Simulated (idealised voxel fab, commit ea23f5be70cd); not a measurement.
Module name: voxel ribs on slabs (process module)
Cross-section cut: width 155 nm, square cells of 5 nm.
How to read a cross-section here: the picture is a grid of square cells, written as bands going from the top down, and any band can span one or more rows of cells. Band entry format. Leading values: height of top, height of bottom, nm. Remainder: materials in left-to-right order, each with its width in nm. Special words: "everywhere" on a single material, which then fills the band edge to edge; "blank", empty space. Height is counted from the level 0, under which the received wafer is composed throughout of one material. The lowest of the bands is not closed at the bottom but continues downward, in the notation "from 0 down". Top row gets the first number, bottom row gets the second, and each row in between changes by the same step: that is how a band width like "30 to 40" works. "nothing was modified" after a step means that no cell of the cross-section changed. "Closed void listing": empty spaces of 8 cells or more with no open way to the top, each given as width x height at distance, distance from the left edge, all in nm. Text after the settings on a step's line: the simulator's own remark on that step. overlay nm: on a step with a mask, how far right of its planned place the mask lay; negative means left.
Intended process steps
step 1: RECEIVE (material Si)
step 2: DIRECTIONAL_DEP (material SiO2; thk nm 20)
step 3: DIRECTIONAL_DEP (material SiN; thk nm 15)
step 4: DIRECTIONAL_DEP (material aC; thk nm 15)
step 5: PATTERN (tone cover; mask id RIB; material resist; width nm 30; thk nm 35; overlay nm 0)
step 6: DIRECTIONAL_ETCH (etch materials aC; depth nm 15)
step 7: STRIP (etch materials resist)
step 8: DIRECTIONAL_ETCH (etch materials SiN; depth nm 10)
step 9: STRIP (etch materials aC)
step 10: MASKED_ETCH (tone cover; mask id SLAB; width nm 90; etch materials SiN; depth nm 5; overlay nm 0)
step 11: FILL_DEP (material SiO2; thk nm 15)
step 12: CMP (height nm 45)
step 13: DIRECTIONAL_DEP (material W; thk nm 5)
step 14: MASKED_ETCH (tone cover; mask id HEATER; width nm 30; etch materials W; depth nm 5; overlay nm 0)
step 15: CONFORMAL_DEP (material SiN; thk nm 10)
Heads up: all these wafers start the same, and what changes between them is the width nm in step 14. The value you see in the plan is just what the first wafer got.
Cross-section of the first of several wafers on receipt, reflecting completion of step 1
    from 0 down | Si everywhere
    Closed void listing: none
Table: wafers, a row each; end-of-module cell change per material since receipt, gain (+), loss (-); then closed voids
width nm 30, +96 SiN, +249 SiO2, +6 W, Closed void listing: none
width nm 35, +96 SiN, +249 SiO2, +7 W, Closed void listing: none
width nm 40, +96 SiN, +249 SiO2, +8 W, Closed void listing: none
width nm 45, +96 SiN, +249 SiO2, +9 W, Closed void listing: none
width nm 50, +96 SiN, +249 SiO2, +10 W, Closed void listing: none
width nm 55, +96 SiN, +249 SiO2, +11 W, Closed void listing: none
